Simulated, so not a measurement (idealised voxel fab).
process module | voxel lift off
Shown is cross-section cut, with a width of 155 nm and square cells of size 5 nm.
This document writes a cross-section as a grid whose cells are square, and gives it as bands, listed from the top down; one or more rows of cells form a band. Per band: top height and bottom height in nm, followed by the left-to-right materials and their widths in nm; "throughout" marks a single material spanning edge to edge, "empty" marks empty space. A quick word on heights: they are counted from 0, and under that level the wafer as it came to us is one material throughout. The lowest band is different from the rest in having no bottom; it simply continues downward, written as in "0 -> down". Read "30..40" as a graded width: first number on top, second number at the bottom, same change between each pair of neighbouring rows. Reading "remained unchanged" for a step: not a cell of the cross-section changed in it. "Closed cavities" lists enclosed empty spaces (at least 8 cells, no open path upward to the top), each as width x height at distance from the left edge, in nm. Where a step's line continues beyond its settings, the continuation is a remark by the simulator itself on that step. A step line may carry the setting "overlay nm", which, for steps involving a mask, states the distance by which the mask lay to the right of its intended position; negative values denote displacement to the left.
**The following list gives the planned process steps**
1) RECEIVE,material Si
2) CONFORMAL_DEP,material SiN,thk nm 10
3) PATTERN,tone open,mask id LINES,material resist,width nm 25,pitch nm 40,thk nm 30,overlay nm -10
4) DIRECTIONAL_DEP,material Ru,thk nm 15
5) STRIP,etch materials resist
6) CONFORMAL_DEP,material SiCN,thk nm 5
Heads up: all these wafers start the same, and what changes between them is the overlay nm in step 3. The value you see in the plan is just what the first wafer got.
**Step 1 complete: as-received cross-section of the first of several wafers**
- 0 -> down = Si throughout
- Closed cavities: none
**Post step 6, the closing step of the module: first of several wafers, cross-sectioned**
- 30 -> 25 = empty 10 nm, SiCN 35 nm, empty 5 nm, SiCN 35 nm, empty 5 nm, SiCN 35 nm, empty 30 nm
- 25 -> 15 = empty 10 nm, SiCN 5 nm, Ru 25 nm, SiCN 5 nm, empty 5 nm, SiCN 5 nm, Ru 25 nm, SiCN 5 nm, empty 5 nm, SiCN 5 nm, Ru 25 nm, SiCN 5 nm, empty 30 nm
- 15 -> 10 = SiCN 15 nm, Ru 25 nm, SiCN 15 nm, Ru 25 nm, SiCN 15 nm, Ru 25 nm, SiCN 35 nm
- 10 -> 0 = SiN throughout
- 0 -> down = Si throughout
- Closed cavities: none
**Last-wafer cross-section at the end of the module**
- 30 -> 25 = empty 30 nm, SiCN 35 nm, empty 5 nm, SiCN 35 nm, empty 5 nm, SiCN 35 nm, empty 10 nm
- 25 -> 15 = empty 30 nm, SiCN 5 nm, Ru 25 nm, SiCN 5 nm, empty 5 nm, SiCN 5 nm, Ru 25 nm, SiCN 5 nm, empty 5 nm, SiCN 5 nm, Ru 25 nm, SiCN 5 nm, empty 10 nm
- 15 -> 10 = SiCN 35 nm, Ru 25 nm, SiCN 15 nm, Ru 25 nm, SiCN 15 nm, Ru 25 nm, SiCN 15 nm
- 10 -> 0 = SiN throughout
- 0 -> down = Si throughout
- Closed cavities: none
**Tabulated below, wafer by wafer, are the end-of-module results: for each material, the number of cells gained (+) or lost (-) relative to the as-received state, followed by the closed voids**
overlay nm -10 | +45 Ru | +49 SiCN | +62 SiN | Closed cavities: none
overlay nm -5 | +45 Ru | +49 SiCN | +62 SiN | Closed cavities: none
overlay nm 0 | +45 Ru | +49 SiCN | +62 SiN | Closed cavities: none
overlay nm 5 | +45 Ru | +49 SiCN | +62 SiN | Closed cavities: none
overlay nm 10 | +45 Ru | +49 SiCN | +62 SiN | Closed cavities: none
